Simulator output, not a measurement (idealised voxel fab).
process module | voxel self aligned contacts
cross-section cut | 230 nm wide | cells 5 nm
A cross-section is a grid of square cells, given in bands from the top down. A band is one or more rows of cells.
Each band's line starts with the height of the band's top and of its bottom, in nm. Then come its materials from left to right, each with its width in nm. One material with "throughout" fills the band from edge to edge. "air" is empty space.
Height 0 is the level under which the wafer as received is all one material. The lowest band goes on downwards, as in "0 down".
A width such as "30 to 40" changes by the same amount from each row of cells to the next, from the band's top row to its bottom row.
"no change" after a step means that no cell of the cross-section changed.
closed voids: empty space of 8 cells or more with no open way to the top, each as width x height at its distance from the left edge, in nm
after a step's settings: what the simulator itself notes on the step
overlay nm, on a step with a mask: how far to the right of its planned place the mask lay; to the left if negative
plan
1 op RECEIVE | material Si
2 op CONFORMAL_DEP | material SiO2 | thk nm 5
3 op DIRECTIONAL_DEP | material polySi | thk nm 30
4 op DIRECTIONAL_DEP | material SiN | thk nm 15
5 op DIRECTIONAL_DEP | material aC | thk nm 15
6 op PATTERN | tone cover | mask id GATE | material resist | width nm 25 | pitch nm 55 | thk nm 35 | overlay nm 0
7 op DIRECTIONAL_ETCH | etch materials aC | depth nm 15
8 op STRIP | etch materials resist
9 op DIRECTIONAL_ETCH | etch materials SiN | depth nm 15
10 op DIRECTIONAL_ETCH | etch materials polySi | depth nm 30
11 op STRIP | etch materials aC
12 op CONFORMAL_DEP | material SiN | thk nm 5
13 op DIRECTIONAL_ETCH | etch materials SiN | depth nm 5
14 op FILL_DEP | material SiO2 | thk nm 20
15 op CMP | height nm 60
16 op DIRECTIONAL_DEP | material aC | thk nm 10
17 op PATTERN | tone open | mask id CONTACT | material resist | width nm 40 | thk nm 30 | overlay nm 0
18 op DIRECTIONAL_ETCH | etch materials aC | depth nm 10
19 op STRIP | etch materials resist
20 op DIRECTIONAL_ETCH | etch materials SiO2 | depth nm 60
21 op STRIP | etch materials aC
22 op CONFORMAL_DEP | material TiN | thk nm 5
23 op FILL_DEP | material W | thk nm 10
24 op CMP | height nm 60
25 op CONFORMAL_DEP | material SiN | thk nm 5
as received, after step 1
  0 down: Si throughout
  closed voids: none
first wafer at the end, as planned
  65 to 60: SiN throughout
  60 to 50: SiO2 95 | TiN 5 to 15 | W 30 to 10 | TiN 5 to 15 | SiO2 95
  50 to 35: SiO2 70 | SiN 35 | TiN 5 | W 10 | TiN 5 | SiN 35 | SiO2 70
  35 to 5: SiO2 70 | SiN 5 | polySi 25 | SiN 5 | TiN 5 | W 10 | TiN 5 | SiN 5 | polySi 25 | SiN 5 | SiO2 70
  5 to 0: SiO2 105 | TiN 20 | SiO2 105
  0 down: Si throughout
  closed voids: none
second wafer at the end: like start, like plan, one mistake
  65 to 60: SiN throughout
  60 to 50: SiO2 100 | TiN 5 to 10 | W 25 to 10 | TiN 5 to 15 | SiO2 95
  50 to 35: SiO2 70 | SiN 35 | TiN 5 | W 10 | TiN 5 | SiN 35 | SiO2 70
  35 to 5: SiO2 70 | SiN 5 | polySi 25 | SiN 5 | TiN 5 | W 10 | TiN 5 | SiN 5 | polySi 25 | SiN 5 | SiO2 70
  5 to 0: SiO2 105 | TiN 20 | SiO2 105
  0 down: Si throughout
  closed voids: none
what went wrong: step 17 ran as: op PATTERN | tone open | mask id CONTACT | material resist | width nm 35 | thk nm 30 | overlay nm 0
at the end the second wafer has, in cells: 2 more of SiO2 | 1 fewer of TiN | 1 fewer of W
